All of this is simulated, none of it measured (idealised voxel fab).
process module | voxel ribs on slabs
cross-section cut | 280 nm wide | cells 5 nm
A cross-section is a grid of square cells, given in bands from the top down. A band is one or more rows of cells.
Each band's line starts with the height of the band's top and of its bottom, in nm. Then come its materials from left to right, each with its width in nm. One material with "throughout" fills the band from edge to edge. "air" is empty space.
Height 0 is the level under which the wafer as received is all one material. The lowest band goes on downwards, as in "0 down".
A width such as "30 to 40" changes by the same amount from each row of cells to the next, from the band's top row to its bottom row.
"no change" after a step means that no cell of the cross-section changed.
closed voids: empty space of 8 cells or more with no open way to the top, each as width x height at its distance from the left edge, in nm
after a step's settings: what the simulator itself notes on the step
overlay nm, on a step with a mask: how far to the right of its planned place the mask lay; to the left if negative
plan
1 op RECEIVE | material Si
2 op DIRECTIONAL_DEP | material SiO2 | thk nm 30
3 op DIRECTIONAL_DEP | material SiN | thk nm 20
4 op PATTERN | tone cover | mask id RIB | material resist | width nm 15 | thk nm 15 | overlay nm 0
5 op DIRECTIONAL_ETCH | etch materials SiN | depth nm 10
6 op STRIP | etch materials resist
7 op MASKED_ETCH | tone cover | mask id SLAB | width nm 45 | etch materials SiN | depth nm 10 | overlay nm 0
8 op FILL_DEP | material SiO2 | thk nm 20
9 op CMP | height nm 60
10 op DIRECTIONAL_DEP | material W | thk nm 5
11 op MASKED_ETCH | tone cover | mask id HEATER | width nm 25 | etch materials W | depth nm 5 | overlay nm 0
12 op CONFORMAL_DEP | material SiO2 | thk nm 5
as received, after step 1
  0 down: Si throughout
  closed voids: none
a wafer at the end: this start, this plan, one mistake
  70 to 65: air 120 | SiO2 40 | air 120
  65 to 60: SiO2 125 | W 30 | SiO2 125
  60 to 50: SiO2 throughout
  50 to 40: SiO2 130 | SiN 15 | SiO2 135
  40 to 30: SiO2 115 | SiN 45 | SiO2 120
  30 to 0: SiO2 throughout
  0 down: Si throughout
  closed voids: none
what went wrong: step 11 ran as: op MASKED_ETCH | tone cover | mask id HEATER | width nm 30 | etch materials W | depth nm 5 | overlay nm 0
